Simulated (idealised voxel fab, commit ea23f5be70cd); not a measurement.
The document below concerns the process module designated voxel self aligned vias.
Xsec cut, 290 nm wide, square cell size 5 nm.
For the purposes of this document, a cross-section shall be understood as a grid of square cells, specified as bands listed in top-to-bottom order, each band consisting of one or more rows of cells. In this notation a band is specified by the heights of its top and bottom, in that order and in nm, after which its materials appear from left to right, each paired with its width in nm. The word "everywhere" attached to a single material means that material fills the band from edge to edge; the word "air" stands for empty space. The level at which height equals 0 is the one under which the wafer, as it arrives, is entirely one material. No lower edge exists for the bottom band, which continues downward and is notated as in "z 0 and below". The expression "30..40" gives the width at the extremes of the band, the first number at its top row of cells and the second at its bottom row, with the width changing by equal amounts from each row to the next in between. No cell of the cross-section changed in a step that is given as "no change occurred". Each empty space that has no open way to the top and spans at least 8 cells appears under "Non-vented voids" as width x height at distance, the distance counted from the left edge, all in nm. Past the settings on a step's line: simulator remark, on that step. Among the settings permitted on a step's line is "overlay nm"; applied to a step with a mask, it specifies the extent to which the mask lay to the right of its planned position, whereas a negative figure signifies a position to the left.

HERE'S WHAT THE PLANNED PROCESS STEPS LOOK LIKE
1: RECEIVE with material Si
2: CONFORMAL_DEP with material SiO2, thk nm 10
3: CONFORMAL_DEP with material SiCN, thk nm 5
4: DIRECTIONAL_DEP with material lowk, thk nm 20
5: MASKED_ETCH with tone open, mask id LINES, width nm 25, pitch nm 65, etch materials lowk, depth nm 20, overlay nm 0
6: CONFORMAL_DEP with material TiN, thk nm 5
7: FILL_DEP with material Ru, thk nm 10
8: CMP with height nm 35
9: SELECTIVE_ETCH with etch materials W Ru TiN, depth nm 5
10: FILL_DEP with material SiN, thk nm 10
11: CMP with height nm 35
12: DIRECTIONAL_DEP with material lowk, thk nm 15
13: DIRECTIONAL_DEP with material aC, thk nm 10
14: PATTERN with tone open, mask id VIAS, material resist, width nm 45, pitch nm 65, thk nm 25, overlay nm 0
15: DIRECTIONAL_ETCH with etch materials aC, depth nm 10
16: STRIP with etch materials resist
17: DIRECTIONAL_ETCH with etch materials lowk, depth nm 15
18: DIRECTIONAL_ETCH with etch materials SiN, depth nm 5
19: STRIP with etch materials aC
20: CONFORMAL_DEP with material TiN, thk nm 5
21: FILL_DEP with material Ru, thk nm 5
22: CMP with height nm 50
23: CONFORMAL_DEP with material SiCN, thk nm 5

CROSS-SECTIONAL VIEW OF THE WAFER IN ITS AS-RECEIVED CONDITION, CORRESPONDING TO THE STATE AFTER STEP 1
* z 0 and below  Si everywhere
* Non-vented voids: none

FINAL CROSS-SECTION, MODULE RUN WITH ONE MISTAKE (START AND PLAN AS ABOVE)
* z 55 to 50  SiCN everywhere
* z 50 to 40  Ru 85, TiN 5, lowk 45, TiN 5, Ru 10, TiN 5, lowk 45, TiN 5, Ru 85
* z 40 to 35  TiN 90, lowk 45, TiN 20, lowk 45, TiN 90
* z 35 to 30  lowk 100, SiN 25, lowk 40, SiN 25, lowk 100
* z 30 to 20  lowk 100, TiN 5, Ru 15, TiN 5, lowk 40, TiN 5, Ru 15, TiN 5, lowk 100
* z 20 to 15  lowk 100, TiN 25, lowk 40, TiN 25, lowk 100
* z 15 to 10  SiCN everywhere
* z 10 to 0  SiO2 everywhere
* z 0 and below  Si everywhere
* Non-vented voids: none
What went wrong in running the wafer? step 14: run off-plan, actual operation and settings PATTERN with tone cover, mask id VIAS, material resist, width nm 45, pitch nm 65, thk nm 25, overlay nm 0
